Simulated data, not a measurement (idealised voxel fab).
You're looking at the process module voxel released beams.
Cross-sectional view cut (width: 200 nm; square cell size: 5 nm).
Cross-section format: a grid of square cells, given as bands from top to bottom; each band is one or more rows of cells. Heights first: top, then bottom, in nm. Then materials, left to right, each with a width in nm. "throughout" on a single material: fills the band edge to edge. "air": empty space. The level at which height equals 0 is the one under which the wafer, as it arrives, is entirely one material. No lower edge exists for the bottom band, which continues downward and is notated as in "top 0, no bottom". A width such as "30..40" changes by the same amount from each row of cells to the next, from the band's top row to its bottom row. When a step is marked "no alteration", none of the cells in the cross-section changed during that step. In the "Sealed internal cavities" entry, you get each enclosed empty space of 8 cells or more, one with no open way to the top, written width x height at distance, distance from the left edge, in nm. Past the settings on a step's line: simulator remark, on that step. Each step line may optionally specify "overlay nm", which for a step with a mask gives the rightward distance between the mask's planned place and where it lay, a negative value indicating the leftward direction.
### Steps planned for the process
1,RECEIVE with material Si
2,CONFORMAL_DEP with material Al2O3, thk nm 5
3,DIRECTIONAL_DEP with material SiO2, thk nm 15
4,DIRECTIONAL_DEP with material aC, thk nm 10
5,PATTERN with tone open, mask id ANCHOR, material resist, width nm 25, thk nm 30, overlay nm 0
6,DIRECTIONAL_ETCH with etch materials aC, depth nm 10
7,STRIP with etch materials resist
8,DIRECTIONAL_ETCH with etch materials SiO2, depth nm 15
9,STRIP with etch materials aC
10,CONFORMAL_DEP with material W, thk nm 10
11,PATTERN with tone cover, mask id BEAM, material resist, width nm 70, thk nm 15, overlay nm 0
12,DIRECTIONAL_ETCH with etch materials W, depth nm 10
13,STRIP with etch materials resist
14,STRIP with etch materials SiO2
### Cross-section: wafer on arrival = after step 1
top 0, no bottom | Si throughout
Sealed internal cavities: none
### Run as planned - first of the two wafers cross-sectioned at the end of the module
top 30, bottom 20 | air (60)  W (15)  air (5)  W (50)  air (70)
top 20, bottom 15 | air (65)  W (10)  air (5)  W (10)  air (110)
top 15, bottom 5 | air (65)  W (25)  air (110)
top 5, bottom 0 | Al2O3 throughout
top 0, no bottom | Si throughout
Sealed internal cavities: none
### Second wafer through the module, sectioned at the end: same beginning and same plan as the first wafer, with one mistake in carrying it out
top 25, bottom 15 | air (60)  W (15)  air (5)  W (50)  air (70)
top 15, bottom 10 | air (65)  W (10)  air (5)  W (10)  air (110)
top 10, bottom 0 | air (65)  W (25)  air (110)
top 0, no bottom | Si throughout
Sealed internal cavities: none
What went wrong in running the wafer? the plan's step 2 went unexecuted, having been skipped
End of process, cell counts, second wafer against first, materials with more or fewer: Al2O3: 40 fewer
